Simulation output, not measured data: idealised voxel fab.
The following is a process module called voxel capacitor over wiring.
Square cell edge 5 nm, section width 285 nm, ID cut.
Just so we're on the same page, the cross-sections are grids of square cells, and they're listed out in bands top to bottom, each band one or more rows deep.
The entry gives the band's vertical extent as a top height and a bottom height in nm, then its horizontal make-up as materials from left to right, each with a width in nm. "air" stands for empty space; a single material marked "throughout" fills the band edge to edge.
Basically, 0 is our baseline, since under it the wafer straight out of the box is all one material. The bottom band has no lower end and keeps on going down, so it looks like "from 0 down".
The two numbers in a width such as "30->40" mark its ends across the band: the first belongs to the top row of cells, the second to the bottom row, and from each row to the next the width moves by the same amount.
Where a step carries "no modifications", the cross-section came out of it unchanged, cell for cell.
Basically, "Enclosed empty spaces" tells you about the enclosed voids: empty spaces with no open way to the top, 8 cells or bigger, each written width x height at distance, where distance is from the left edge, all in nm.
On each step's line, the part that comes after the settings is the simulator's own comment on the step.
The setting "overlay nm" may be written on the line of a step. When the step uses a mask, the value reports how far to the right of the planned place the mask lay, and a negative value reports that it lay to the left.

PLANNED STEP LIST FOR THE PROCESS
1. RECEIVE with material Si
2. CONFORMAL_DEP with material SiO2, thk nm 15
3. CONFORMAL_DEP with material SiCN, thk nm 5
4. DIRECTIONAL_DEP with material SiO2, thk nm 20
5. DIRECTIONAL_DEP with material aC, thk nm 10
6. PATTERN with tone open, mask id METAL_1, material resist, width nm 20, pitch nm 75, thk nm 30, overlay nm 0
7. DIRECTIONAL_ETCH with etch materials aC, depth nm 10
8. STRIP with etch materials resist
9. DIRECTIONAL_ETCH with etch materials SiO2, depth nm 20
10. DIRECTIONAL_ETCH with etch materials SiCN, depth nm 5
11. STRIP with etch materials aC
12. CONFORMAL_DEP with material TiN, thk nm 5
13. FILL_DEP with material Cu, thk nm 10
14. CMP with height nm 40
15. EPI with material Ru, thk nm 5
16. FILL_DEP with material SiCN, thk nm 5
17. DIRECTIONAL_DEP with material lowk, thk nm 10
18. PATTERN with tone open, mask id PLUG_1, material resist, width nm 15, thk nm 15, overlay nm 0
19. DIRECTIONAL_ETCH with etch materials lowk, depth nm 10
20. DIRECTIONAL_ETCH with etch materials SiCN, depth nm 5
21. STRIP with etch materials resist
22. CONFORMAL_DEP with material TiN, thk nm 5
23. FILL_DEP with material W, thk nm 5
24. CMP with height nm 60
25. DIRECTIONAL_DEP with material TiN, thk nm 5
26. DIRECTIONAL_DEP with material HfO2, thk nm 5
27. DIRECTIONAL_DEP with material TiN, thk nm 5
28. PATTERN with tone cover, mask id UPPER_PLATE, material resist, width nm 60, thk nm 15, overlay nm 0
29. DIRECTIONAL_ETCH with etch materials TiN, depth nm 5
30. DIRECTIONAL_ETCH with etch materials HfO2, depth nm 5
31. STRIP with etch materials resist
32. MASKED_ETCH with tone cover, mask id LOWER_PLATE, width nm 70, etch materials TiN, depth nm 5, overlay nm 0
33. FILL_DEP with material SiO2, thk nm 20
34. CMP with height nm 90
35. DIRECTIONAL_DEP with material aC, thk nm 10
36. PATTERN with tone open, mask id PLUG_2, material resist, width nm 15, thk nm 30, overlay nm 0
37. DIRECTIONAL_ETCH with etch materials aC, depth nm 10
38. STRIP with etch materials resist
39. DIRECTIONAL_ETCH with etch materials SiO2, depth nm 15
40. STRIP with etch materials aC
41. CONFORMAL_DEP with material TiN, thk nm 5
42. FILL_DEP with material W, thk nm 5
43. CMP with height nm 90
44. CONFORMAL_DEP with material SiN, thk nm 5

WAFER AS RECEIVED: CROSS-SECTION FOLLOWING STEP 1
> from 0 down | Si throughout
> Enclosed empty spaces: none

SAME STARTING WAFER, SAME PLAN AS ABOVE, ONE MISTAKE IN THE EXECUTION; THIS IS THE CROSS-SECTION AT THE END OF THE MODULE
> from 95 to 90 | SiN throughout
> from 90 to 80 | 110 SiO2 | 5 TiN | 5 W | 5 TiN | 160 SiO2
> from 80 to 75 | 110 SiO2 | 15 TiN | 160 SiO2
> from 75 to 70 | 95 SiO2 | 5 TiN | 60 SiO2 | 5 TiN | 120 SiO2
> from 70 to 65 | 100 HfO2 | 60 SiO2 | 125 HfO2
> from 65 to 60 | TiN throughout
> from 60 to 50 | 100 lowk | 5 TiN | 5 W | 5 TiN | 170 lowk
> from 50 to 45 | 100 SiCN | 15 TiN | 170 SiCN
> from 45 to 40 | 90 SiCN | 30 Ru | 45 SiCN | 30 Ru | 90 SiCN
> from 40 to 20 | 95 SiO2 | 5 TiN | 10 Cu | 5 TiN | 55 SiO2 | 5 TiN | 10 Cu | 5 TiN | 95 SiO2
> from 20 to 15 | 95 SiCN | 20 TiN | 55 SiCN | 20 TiN | 95 SiCN
> from 15 to 0 | SiO2 throughout
> from 0 down | Si throughout
> Enclosed empty spaces: none
Diagnosis: step 28 deviated from plan and actually ran as PATTERN with tone open, mask id UPPER_PLATE, material resist, width nm 60, thk nm 15, overlay nm 0
